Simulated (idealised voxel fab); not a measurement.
The document below concerns the process module designated voxel transistor to metal.
Xsec cut, 205 nm wide, square cell size 5 nm.
Square cells in a grid make up a cross-section in this document, and the grid is given as bands, listed from the top down, each one or more rows of cells.
Top, bottom (nm), then materials left to right with widths (nm); lone material tagged "full width" fills the whole band edge to edge; "air" = empty space.
Heights are measured from 0, the level below which the as-received wafer is all one material; the lowest band has no bottom and continues downward, written as in "0 and below".
The expression "30 to 40" gives the width at the extremes of the band, the first number at its top row of cells and the second at its bottom row, with the width changing by equal amounts from each row to the next in between.
Basically "all unchanged" means that step didn't change any cell in the cross-section.
Under "Voids, fully enclosed" you'll find the enclosed gaps, the ones with no way out to the top, that are 8 cells or bigger; each reads width x height at distance, with distance counted from the left edge, everything in nm.
Note: text after step settings on the step line = simulator remark on that step.
If you see "overlay nm" on a step's line and that step has a mask, it's telling you how far right of where it was planned the mask ended up; a negative number means it went left instead.
The planned process steps are enumerated hereunder
1 RECEIVE [material Si]
2 CONFORMAL_DEP [material SiO2] [thk nm 5]
3 CONFORMAL_DEP [material SiN] [thk nm 15]
4 MASKED_ETCH [tone cover] [mask id ACTIVE] [width nm 115] [etch materials SiN] [depth nm 15] [overlay nm 0]
5 MASKED_ETCH [tone cover] [mask id ACTIVE] [width nm 115] [etch materials SiO2] [depth nm 5] [overlay nm 0]
6 MASKED_ETCH [tone cover] [mask id ACTIVE] [width nm 115] [etch materials Si] [depth nm 30] [overlay nm 0]
7 OXIDIZE [depth nm 5]
8 FILL_DEP [material SiO2] [thk nm 15]
9 CMP [height nm 20]
10 SELECTIVE_ETCH [etch materials SiO2] [depth nm 5]
11 STRIP [etch materials SiN]
12 SELECTIVE_ETCH [etch materials SiO2] [depth nm 5]
13 OXIDIZE [depth nm 5]
14 DIRECTIONAL_DEP [material polySi] [thk nm 30]
15 DIRECTIONAL_DEP [material SiCN] [thk nm 10]
16 MASKED_ETCH [tone cover] [mask id GATE] [width nm 25] [etch materials SiCN] [depth nm 20] [overlay nm 0]
17 MASKED_ETCH [tone cover] [mask id GATE] [width nm 25] [etch materials polySi] [depth nm 40] [overlay nm 0]
18 CONFORMAL_DEP [material SiN] [thk nm 10]
19 DIRECTIONAL_ETCH [etch materials SiN] [depth nm 10]
20 DIRECTIONAL_ETCH [etch materials SiO2] [depth nm 5]
21 DIRECTIONAL_ETCH [etch materials Si] [depth nm 5]
22 EPI [material SiGe] [thk nm 5]
23 FILL_DEP [material SiO2] [thk nm 5]
24 CMP [height nm 40]
25 DIRECTIONAL_DEP [material SiO2] [thk nm 15]
26 DIRECTIONAL_DEP [material aC] [thk nm 10]
27 PATTERN [tone open] [mask id CONTACT] [material resist] [width nm 20] [pitch nm 85] [thk nm 30] [overlay nm 0]
28 DIRECTIONAL_ETCH [etch materials aC] [depth nm 10]
29 STRIP [etch materials resist]
30 DIRECTIONAL_ETCH [etch materials SiO2] [depth nm 60]
31 STRIP [etch materials aC]
32 CONFORMAL_DEP [material TiN] [thk nm 5]
33 FILL_DEP [material W] [thk nm 5]
34 CMP [height nm 55]
35 DIRECTIONAL_DEP [material TiN] [thk nm 5]
36 DIRECTIONAL_DEP [material W] [thk nm 25]
37 MASKED_ETCH [tone cover] [mask id METAL_1] [width nm 20] [pitch nm 85] [etch materials W] [depth nm 25] [overlay nm -15]
38 MASKED_ETCH [tone cover] [mask id METAL_1] [width nm 20] [pitch nm 85] [etch materials TiN] [depth nm 5] [overlay nm 0]
39 FILL_DEP [material lowk] [thk nm 10]
40 CMP [height nm 85]
41 CONFORMAL_DEP [material SiCN] [thk nm 5]
42 DIRECTIONAL_DEP [material SiO2] [thk nm 25]
43 DIRECTIONAL_DEP [material aC] [thk nm 15]
44 PATTERN [tone open] [mask id METAL_2] [material resist] [width nm 20] [pitch nm 85] [thk nm 30] [overlay nm 0]
45 DIRECTIONAL_ETCH [etch materials aC] [depth nm 15]
46 STRIP [etch materials resist]
47 DIRECTIONAL_ETCH [etch materials SiO2] [depth nm 15]
48 STRIP [etch materials aC]
49 DIRECTIONAL_DEP [material aC] [thk nm 15]
50 PATTERN [tone open] [mask id METAL_2_HOLES] [material resist] [width nm 15] [pitch nm 85] [thk nm 30] [overlay nm 0]
51 DIRECTIONAL_ETCH [etch materials aC] [depth nm 15]
52 STRIP [etch materials resist]
53 DIRECTIONAL_ETCH [etch materials SiO2] [depth nm 10]
54 DIRECTIONAL_ETCH [etch materials SiCN] [depth nm 5]
55 STRIP [etch materials aC]
56 CONFORMAL_DEP [material TiN] [thk nm 5]
57 FILL_DEP [material Ru] [thk nm 10]
58 CMP [height nm 115]
59 CONFORMAL_DEP [material SiCN] [thk nm 5]
For clarity, it should be stated that the wafers under discussion commence in an identical condition and differ with respect to the overlay nm of step 37, the plan indicating the value that the first wafer had.
As received, i.e. after step 1: cross-section through the first of several wafers
- 0 and below  Si full width
- Voids, fully enclosed: none
Row per wafer, end-of-module: cell gain (+)/loss (-) by material since the wafer came in, then closed voids
overlay nm -15 | +14 Ru | -173 Si | +86 SiCN | +14 SiGe | +40 SiN | +603 SiO2 | +94 TiN | +84 W | +192 lowk | +30 polySi | Voids, fully enclosed: none
overlay nm -10 | +14 Ru | -173 Si | +86 SiCN | +14 SiGe | +40 SiN | +603 SiO2 | +92 TiN | +84 W | +194 lowk | +30 polySi | Voids, fully enclosed: none
overlay nm -5 | +14 Ru | -173 Si | +86 SiCN | +14 SiGe | +40 SiN | +603 SiO2 | +90 TiN | +84 W | +196 lowk | +30 polySi | Voids, fully enclosed: none
overlay nm 0 | +14 Ru | -173 Si | +86 SiCN | +14 SiGe | +40 SiN | +603 SiO2 | +88 TiN | +84 W | +198 lowk | +30 polySi | Voids, fully enclosed: none
overlay nm 5 | +14 Ru | -173 Si | +86 SiCN | +14 SiGe | +40 SiN | +603 SiO2 | +90 TiN | +84 W | +196 lowk | +30 polySi | Voids, fully enclosed: none
overlay nm 10 | +14 Ru | -173 Si | +86 SiCN | +14 SiGe | +40 SiN | +603 SiO2 | +92 TiN | +84 W | +194 lowk | +30 polySi | Voids, fully enclosed: none
overlay nm 15 | +14 Ru | -173 Si | +86 SiCN | +14 SiGe | +40 SiN | +603 SiO2 | +94 TiN | +84 W | +192 lowk | +30 polySi | Voids, fully enclosed: none
